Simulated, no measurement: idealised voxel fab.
Module name: voxel ribs on slabs (process module)
The width of the displayed cross-section, cut, is 200 nm; its cells are square, with a size of 5 nm.
Cross-section spec: square-cell grid; bands listed top down; each band is one or more rows.
Band: top height; bottom height; in nm. Then, left to right: material with width in nm, for each material. "throughout": a single material spanning edge to edge. "blank": empty space.
Heights are reckoned from 0. Under this level, the received wafer is all of one material. The bottommost band is open-ended downward, for example "0 -> down".
Per-row width for "30->40": begins at first number (top row of band), ends at second number (bottom row), increment between rows held constant.
Step note "stayed the same" = no cross-section cell changed.
Each empty space that has no open way to the top and spans at least 8 cells appears under "Enclosed void inventory" as width x height at distance, the distance counted from the left edge, all in nm.
Whatever follows a step's settings on its line is a remark the simulator itself makes about that step.
When a step includes a mask, the "overlay nm" setting on its line states how far to the right of its planned place that mask lay, and negative values state how far to the left.

**Set out below are the planned steps of the process**
1) RECEIVE | material Si
2) DIRECTIONAL_DEP | material SiO2 | thk nm 25
3) DIRECTIONAL_DEP | material SiN | thk nm 20
4) DIRECTIONAL_DEP | material aC | thk nm 10
5) PATTERN | tone cover | mask id RIB | material resist | width nm 20 | thk nm 30 | overlay nm 0
6) DIRECTIONAL_ETCH | etch materials aC | depth nm 10
7) STRIP | etch materials resist
8) DIRECTIONAL_ETCH | etch materials SiN | depth nm 10
9) STRIP | etch materials aC
10) PATTERN | tone cover | mask id SLAB | material resist | width nm 80 | thk nm 15 | overlay nm 0
11) DIRECTIONAL_ETCH | etch materials SiN | depth nm 10
12) STRIP | etch materials resist
13) FILL_DEP | material SiO2 | thk nm 25
14) CMP | height nm 65
15) DIRECTIONAL_DEP | material W | thk nm 10
16) PATTERN | tone cover | mask id HEATER | material resist | width nm 30 | thk nm 20 | overlay nm 0
17) DIRECTIONAL_ETCH | etch materials W | depth nm 10
18) STRIP | etch materials resist
19) CONFORMAL_DEP | material SiN | thk nm 5

**Shown in cross-section is the wafer as received, that is, as it stands after step 1**
0 -> down  Si throughout
Enclosed void inventory: none

**first wafer at the end, as planned**
80 -> 75  blank=80 / SiN=40 / blank=80
75 -> 70  blank=80 / SiN=5 / W=30 / SiN=5 / blank=80
70 -> 65  SiN=85 / W=30 / SiN=85
65 -> 45  SiO2 throughout
45 -> 35  SiO2=90 / SiN=20 / SiO2=90
35 -> 25  SiO2=60 / SiN=80 / SiO2=60
25 -> 0  SiO2 throughout
0 -> down  Si throughout
Enclosed void inventory: none

**Here's the second of our two wafers sectioned at module end. Same start as the first, same plan, but one mistake got made running it**
80 -> 75  blank=80 / SiN=40 / blank=80
75 -> 70  blank=80 / SiN=5 / W=30 / SiN=5 / blank=80
70 -> 65  SiN=85 / W=30 / SiN=85
65 -> 45  SiO2 throughout
45 -> 35  SiO2=80 / SiN=20 / SiO2=100
35 -> 25  SiO2=60 / SiN=80 / SiO2=60
25 -> 0  SiO2 throughout
0 -> down  Si throughout
Enclosed void inventory: none
Which mistake was made when the wafer was run? rather than as planned, step 5 actually ran as PATTERN | tone cover | mask id RIB | material resist | width nm 20 | thk nm 30 | overlay nm -10
Final wafers compared: equal cell tally per material, rearranged layout.
